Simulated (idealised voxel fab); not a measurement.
The process module that follows is named voxel local oxidation.
Xsec cut, 175 nm wide, square cell size 5 nm.
Each cross-section below is a grid of square cells, stated as bands in top-down order, with one or more rows of cells making up each band.
Within each band entry, the heights of the top and of the bottom of the band appear first, in that order and in nm; the materials of the band then follow from left to right, each with its corresponding width in nm. The designation "full width" on a single material indicates that it fills the band from edge to edge; the designation "air" indicates empty space.
Convention: height 0 is the level below which the wafer, as received, is all one material. The lowest band does not terminate at the bottom but continues downward, represented as "from 0 down".
Top row gets the first number, bottom row gets the second, and each row in between changes by the same step: that is how a band width like "30..40" works.
Where a step carries "identical to before", the cross-section came out of it unchanged, cell for cell.
What "Fully sealed voids" gives you is every empty space of 8 cells or more that is cut off from the top. Each appears as width x height at distance, with the distance taken from the left edge and width, height and distance all in nm.
Formally, on a step line, whatever follows the settings is a remark that the simulator itself makes on the step.
Regarding "overlay nm": on a step with a mask, it is the distance the mask lay to the right of its planned place; a negative value places it to the left.
[Intended process steps]
step 1: RECEIVE [material Si]
step 2: OXIDIZE [depth nm 5]
step 3: CONFORMAL_DEP [material SiN] [thk nm 10]
step 4: PATTERN [tone cover] [mask id ACTIVE] [material resist] [width nm 130] [thk nm 15] [overlay nm 0]
step 5: DIRECTIONAL_ETCH [etch materials SiN] [depth nm 10]
step 6: STRIP [etch materials resist]
step 7: SELECTIVE_ETCH [etch materials SiO2] [depth nm 5]
step 8: OXIDIZE [depth nm 10]
step 9: STRIP [etch materials SiN]
[Cross-section of the wafer as it came to us, i.e., already through step 1]
	from 0 down = Si full width
	Fully sealed voids: none
[Look at the cross-section after the module: the wafer started out the way shown above and the plan was the one shown above, yet one mistake was made along the way]
	from 5 to -5 = SiO2 full width
	from -5 down = Si full width
	Fully sealed voids: none
Nonconformance to the process plan: the process deviated at step 3: the operation and settings actually run there were CONFORMAL_DEP [material SiO2] [thk nm 10]
